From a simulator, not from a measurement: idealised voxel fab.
Title: Process Module voxel tone inversion
Cross-sectional view cut (width: 220 nm; square cell size: 5 nm).
Each cross-section below is a grid of square cells, stated as bands in top-down order, with one or more rows of cells making up each band.
This entry defines a band. It first specifies the height of the band's top and the height of its bottom in nm, and then specifies the band's materials from left to right, stating each material with its width in nm. The word "all across" identifies a single material that fills the band from edge to edge, while the word "blank" identifies empty space.
Below 0: as-received wafer, all one material; heights counted from there. Lowest band: no bottom, goes on down, written "0 and below".
A width given as "30->40" starts at the first number in the band's top row and ends at the second number in its bottom row, shifting by an equal amount at every step from row to row.
Basically "no modification" means that step didn't change any cell in the cross-section.
"Fully sealed voids": sealed empty spaces, 8 cells or more, no open way to top, listed width x height at distance, with distance from the left edge and width, height and distance in nm.
If you see something after the settings on a step's line, that's the simulator's own remark about that step.
The setting "overlay nm" may be written on the line of a step. When the step uses a mask, the value reports how far to the right of the planned place the mask lay, and a negative value reports that it lay to the left.

Planned step list for the process
- 1: RECEIVE with material Si
- 2: CONFORMAL_DEP with material SiN, thk nm 10
- 3: DIRECTIONAL_DEP with material polySi, thk nm 25
- 4: PATTERN with tone cover, mask id POSTS, material resist, width nm 20, pitch nm 45, thk nm 30, overlay nm 0
- 5: DIRECTIONAL_ETCH with etch materials polySi, depth nm 25
- 6: STRIP with etch materials resist
- 7: FILL_DEP with material lowk, thk nm 10
- 8: CMP with height nm 35
- 9: STRIP with etch materials polySi
- 10: CONFORMAL_DEP with material TiN, thk nm 5
- 11: FILL_DEP with material Cu, thk nm 5
- 12: CMP with height nm 35
- 13: CONFORMAL_DEP with material SiCN, thk nm 5

Cross-section of the wafer as it came to us, i.e., already through step 1
  0 and below | Si all across
  Fully sealed voids: none

First of two wafers, end-of-module section, run followed plan
  40 down to 35 | SiCN all across
  35 down to 15 | 30 of lowk / 5 of TiN / 10 of Cu / 5 of TiN / 25 of lowk / 5 of TiN / 10 of Cu / 5 of TiN / 25 of lowk / 5 of TiN / 10 of Cu / 5 of TiN / 25 of lowk / 5 of TiN / 10 of Cu / 5 of TiN / 35 of lowk
  15 down to 10 | 30 of lowk / 20 of TiN / 25 of lowk / 20 of TiN / 25 of lowk / 20 of TiN / 25 of lowk / 20 of TiN / 35 of lowk
  10 down to 0 | SiN all across
  0 and below | Si all across
  Fully sealed voids: none

End-of-module cross-section of the second wafer: identical starting point and process plan to the first, with one processing mistake
  45 down to 40 | SiCN all across
  40 down to 35 | 35 of TiN / 10 of Cu / 35 of TiN / 10 of Cu / 35 of TiN / 10 of Cu / 35 of TiN / 10 of Cu / 40 of TiN
  35 down to 15 | 30 of lowk / 5 of TiN / 10 of Cu / 5 of TiN / 25 of lowk / 5 of TiN / 10 of Cu / 5 of TiN / 25 of lowk / 5 of TiN / 10 of Cu / 5 of TiN / 25 of lowk / 5 of TiN / 10 of Cu / 5 of TiN / 35 of lowk
  15 down to 10 | 30 of lowk / 20 of TiN / 25 of lowk / 20 of TiN / 25 of lowk / 20 of TiN / 25 of lowk / 20 of TiN / 35 of lowk
  10 down to 0 | SiN all across
  0 and below | Si all across
  Fully sealed voids: none
In executing the process, a mistake was made relative to the plan: step 12 went in with a setting other than planned; the actual run was CMP with height nm 40
Final tally in cells, some materials are higher or lower on the second wafer than on the first: Cu: 8 more, TiN: 36 more
